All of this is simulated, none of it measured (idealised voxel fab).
process module | voxel ribs on slabs
Shown is cross-section cut, with a width of 180 nm and square cells of size 5 nm.
Cross-section = grid of square cells, listed top down in bands; band = one or more rows.
Heads up on the band format: heights come first, top then bottom, in nm. After that it's the materials left to right, each with its width in nm. A single material flagged "edge to edge" fills the whole band edge to edge, and "blank" means there's empty space there.
All heights in this document are referenced to 0, defined as the level beneath which the wafer, as received, consists entirely of one material. The lowest band is not bounded below; it extends indefinitely downward and is written in the form "0 down".
The two numbers in a width such as "30 to 40" mark its ends across the band: the first belongs to the top row of cells, the second to the bottom row, and from each row to the next the width moves by the same amount.
Step note "nothing got changed" = no cross-section cell changed.
Under "Closed empty spaces" you'll find the enclosed gaps, the ones with no way out to the top, that are 8 cells or bigger; each reads width x height at distance, with distance counted from the left edge, everything in nm.
If you see something after the settings on a step's line, that's the simulator's own remark about that step.
Steps that use a mask can have "overlay nm" on their line. It says how far the mask sat to the right of where it was meant to be. Negative means to the left.
**The following list gives the planned process steps**
step 1: RECEIVE,material Si
step 2: DIRECTIONAL_DEP,material SiO2,thk nm 20
step 3: DIRECTIONAL_DEP,material SiN,thk nm 15
step 4: DIRECTIONAL_DEP,material aC,thk nm 15
step 5: PATTERN,tone cover,mask id RIB,material resist,width nm 20,thk nm 35,overlay nm 0
step 6: DIRECTIONAL_ETCH,etch materials aC,depth nm 15
step 7: STRIP,etch materials resist
step 8: DIRECTIONAL_ETCH,etch materials SiN,depth nm 5
step 9: STRIP,etch materials aC
step 10: DIRECTIONAL_DEP,material aC,thk nm 10
step 11: PATTERN,tone cover,mask id SLAB,material resist,width nm 60,thk nm 30,overlay nm 0
step 12: DIRECTIONAL_ETCH,etch materials aC,depth nm 10
step 13: STRIP,etch materials resist
step 14: DIRECTIONAL_ETCH,etch materials SiN,depth nm 10
step 15: STRIP,etch materials aC
step 16: FILL_DEP,material SiO2,thk nm 20
step 17: CMP,height nm 50
step 18: DIRECTIONAL_DEP,material TiN,thk nm 10
step 19: DIRECTIONAL_DEP,material aC,thk nm 15
step 20: PATTERN,tone cover,mask id HEATER,material resist,width nm 30,thk nm 35,overlay nm 0
step 21: DIRECTIONAL_ETCH,etch materials aC,depth nm 15
step 22: STRIP,etch materials resist
step 23: DIRECTIONAL_ETCH,etch materials TiN,depth nm 10
step 24: STRIP,etch materials aC
step 25: CONFORMAL_DEP,material SiO2,thk nm 10
**Cross-section: wafer on arrival = after step 1**
- 0 down: Si edge to edge
- Closed empty spaces: none
**Starting wafer: above. Plan: above. Run: one mistake. Cross-section after the module: below**
- 70 to 60: blank 65 nm  SiO2 50 nm  blank 65 nm
- 60 to 50: SiO2 75 nm  TiN 30 nm  SiO2 75 nm
- 50 to 35: SiO2 edge to edge
- 35 to 30: SiO2 85 nm  SiN 15 nm  SiO2 80 nm
- 30 to 20: SiO2 60 nm  SiN 60 nm  SiO2 60 nm
- 20 to 0: SiO2 edge to edge
- 0 down: Si edge to edge
- Closed empty spaces: none
What broke from the plan during processing? step 5 changed vs plan, executed as PATTERN,tone cover,mask id RIB,material resist,width nm 15,thk nm 35,overlay nm 0
